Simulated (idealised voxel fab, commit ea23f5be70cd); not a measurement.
Process module heading - voxel spacer lines
Square cell edge 5 nm, section width 265 nm, ID cut.
Just so we're on the same page, the cross-sections are grids of square cells, and they're listed out in bands top to bottom, each band one or more rows deep. Each band's line starts with the height of the band's top and of its bottom, in nm. Then come its materials from left to right, each with its width in nm. One material with "all across" fills the band from edge to edge. "air" is empty space. Measure heights from 0. That's the level where, below it, the as-received wafer is all one material. The lowest band is bottomless and extends downward; write it as in "0 and below". When a width is written as two numbers, as in "30->40", the first number is the width in the top row of cells of the band and the second is the width in its bottom row, and the width changes by the same amount from each row to the next. Given "remained unchanged" for a step, no cell of the cross-section differs between before and after that step. Voids not open to the top, 8 cells minimum: see "Voids, enclosed". Written width x height at distance; distance is from the left edge; nm. On a step's line, text after the settings is the simulator commenting on that step. Each step line may optionally specify "overlay nm", which for a step with a mask gives the rightward distance between the mask's planned place and where it lay, a negative value indicating the leftward direction.
The steps planned for the process are as follows
| 1 | op RECEIVE | material Si |
| 2 | op CONFORMAL_DEP | material Al2O3 | thk nm 10 |
| 3 | op DIRECTIONAL_DEP | material W | thk nm 10 |
| 4 | op DIRECTIONAL_DEP | material polySi | thk nm 25 |
| 5 | op PATTERN | tone cover | mask id MANDREL | material resist | width nm 20 | pitch nm 70 | thk nm 30 | overlay nm 0 |
| 6 | op DIRECTIONAL_ETCH | etch materials polySi | depth nm 25 |
| 7 | op STRIP | etch materials resist |
| 8 | op CONFORMAL_DEP | material SiO2 | thk nm 15 |
| 9 | op DIRECTIONAL_ETCH | etch materials SiO2 | depth nm 15 |
| 10 | op STRIP | etch materials polySi |
| 11 | op DIRECTIONAL_ETCH | etch materials W | depth nm 10 |
| 12 | op STRIP | etch materials SiO2 |
Delivered wafer in cross-section: state after step 1
> 0 and below | Si all across
> Voids, enclosed: none
End-of-module cross-section of the first of two wafers, processed as planned
> 20 down to 10 | air=70 / W=15 / air=20 / W=15 / air=20 / W=15 / air=20 / W=15 / air=75
> 10 down to 0 | Al2O3 all across
> 0 and below | Si all across
> Voids, enclosed: none
Second wafer at the end: like start, like plan, one mistake
> 10 down to 0 | air=70 / W=15 / air=20 / W=15 / air=20 / W=15 / air=20 / W=15 / air=75
> 0 and below | Si all across
> Voids, enclosed: none
In executing the process, a mistake was made relative to the plan: the plan's step 2 went unexecuted, having been skipped
Final tally in cells, some materials are higher or lower on the second wafer than on the first: Al2O3 -106
